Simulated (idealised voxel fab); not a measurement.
Process module, titled voxel transistor to metal
Cross-sectional view cut (width: 185 nm; square cell size: 5 nm).
Each cross-section below is a grid of square cells, stated as bands in top-down order, with one or more rows of cells making up each band.
What a band's entry tells you: where the top is and where the bottom is, as heights in nm, and after that what lies inside, material by material from left to right, each with its width in nm. Empty space is written as the word "air", and a single material marked with the word "throughout" occupies the band from edge to edge.
Heights are measured from 0, the level below which the as-received wafer is all one material; the lowest band has no bottom and continues downward, written as in "0 nm and below".
Top row gets the first number, bottom row gets the second, and each row in between changes by the same step: that is how a band width like "30->40" works.
Where a step carries "no change occurred", the cross-section came out of it unchanged, cell for cell.
Basically, "Voids, enclosed" tells you about the enclosed voids: empty spaces with no open way to the top, 8 cells or bigger, each written width x height at distance, where distance is from the left edge, all in nm.
On a step's line, text after the settings is the simulator commenting on that step.
The setting "overlay nm" may be written on the line of a step. When the step uses a mask, the value reports how far to the right of the planned place the mask lay, and a negative value reports that it lay to the left.
**This section lists the process steps that were planned**
1 op RECEIVE | material Si
2 op CONFORMAL_DEP | material SiO2 | thk nm 5
3 op CONFORMAL_DEP | material SiN | thk nm 10
4 op MASKED_ETCH | tone cover | mask id ACTIVE | width nm 95 | etch materials SiN | depth nm 10 | overlay nm 0
5 op MASKED_ETCH | tone cover | mask id ACTIVE | width nm 95 | etch materials SiO2 | depth nm 5 | overlay nm 0
6 op MASKED_ETCH | tone cover | mask id ACTIVE | width nm 95 | etch materials Si | depth nm 30 | overlay nm 0
7 op FILL_DEP | material SiO2 | thk nm 10
8 op CMP | height nm 15
9 op SELECTIVE_ETCH | etch materials SiO2 | depth nm 5
10 op STRIP | etch materials SiN
11 op SELECTIVE_ETCH | etch materials SiO2 | depth nm 5
12 op OXIDIZE | depth nm 5
13 op DIRECTIONAL_DEP | material polySi | thk nm 30
14 op DIRECTIONAL_DEP | material SiCN | thk nm 10
15 op MASKED_ETCH | tone cover | mask id GATE | width nm 15 | etch materials SiCN | depth nm 20 | overlay nm 0
16 op MASKED_ETCH | tone cover | mask id GATE | width nm 15 | etch materials polySi | depth nm 40 | overlay nm 0
17 op CONFORMAL_DEP | material SiN | thk nm 10
18 op DIRECTIONAL_ETCH | etch materials SiN | depth nm 10
19 op DIRECTIONAL_ETCH | etch materials SiO2 | depth nm 5
20 op DIRECTIONAL_ETCH | etch materials Si | depth nm 10
21 op EPI | material nSi | thk nm 10
22 op FILL_DEP | material SiO2 | thk nm 10
23 op CMP | height nm 40
24 op DIRECTIONAL_DEP | material SiO2 | thk nm 10
25 op PATTERN | tone open | mask id CONTACT | material resist | width nm 30 | pitch nm 55 | thk nm 20 | overlay nm 0
26 op DIRECTIONAL_ETCH | etch materials SiO2 | depth nm 55
27 op STRIP | etch materials resist
28 op CONFORMAL_DEP | material TiN | thk nm 5
29 op FILL_DEP | material Ru | thk nm 5
30 op CMP | height nm 50
31 op DIRECTIONAL_DEP | material TiN | thk nm 5
32 op DIRECTIONAL_DEP | material W | thk nm 15
33 op PATTERN | tone cover | mask id METAL_1 | material resist | width nm 20 | pitch nm 65 | thk nm 20 | overlay nm 0
34 op DIRECTIONAL_ETCH | etch materials W | depth nm 15
35 op DIRECTIONAL_ETCH | etch materials TiN | depth nm 5
36 op STRIP | etch materials resist
37 op CONFORMAL_DEP | material SiCN | thk nm 5
38 op FILL_DEP | material SiO2 | thk nm 5
39 op CMP | height nm 70
40 op CONFORMAL_DEP | material SiN | thk nm 5
**as received, after step 1**
* 0 nm and below: Si throughout
* Voids, enclosed: none
**Cross-section at module end, one run error; start and plan unchanged from above**
* 75 nm to 70 nm: SiN throughout
* 70 nm to 65 nm: 50 SiCN  20 TiN  45 SiCN  20 TiN  50 SiCN
* 65 nm to 50 nm: W throughout
* 50 nm to 40 nm: 50 SiO2  5 TiN  20->15 Ru  5->10 TiN  25 SiO2  5->10 TiN  20->15 Ru  5 TiN  50 SiO2
* 40 nm to 30 nm: 50 SiO2  5 TiN  15 Ru  5 TiN  10 SiN  15 SiCN  10 SiN  5 TiN  15 Ru  5 TiN  50 SiO2
* 30 nm to 10 nm: 50 SiO2  5 TiN  15 Ru  5 TiN  10 SiN  15 polySi  10 SiN  5 TiN  15 Ru  5 TiN  50 SiO2
* 10 nm to 5 nm: 50 SiO2  25 TiN  10 SiN  15 polySi  10 SiN  25 TiN  50 SiO2
* 5 nm to 0 nm: 40 SiO2  10 SiN  10 nSi  5 TiN  10 nSi  10 SiN  15 polySi  10 SiN  10 nSi  5 TiN  10 nSi  10 SiN  40 SiO2
* 0 nm to -5 nm: 50 SiO2  10 nSi  5 TiN  10 nSi  35 SiO2  10 nSi  5 TiN  10 nSi  50 SiO2
* -5 nm to -15 nm: 45 SiO2  5 Si  25 nSi  35 Si  25 nSi  5 Si  45 SiO2
* -15 nm to -30 nm: 45 SiO2  95 Si  45 SiO2
* -30 nm and below: Si throughout
* Voids, enclosed: none
What went wrong in running the wafer? swap of plan steps 31 and 32 during execution
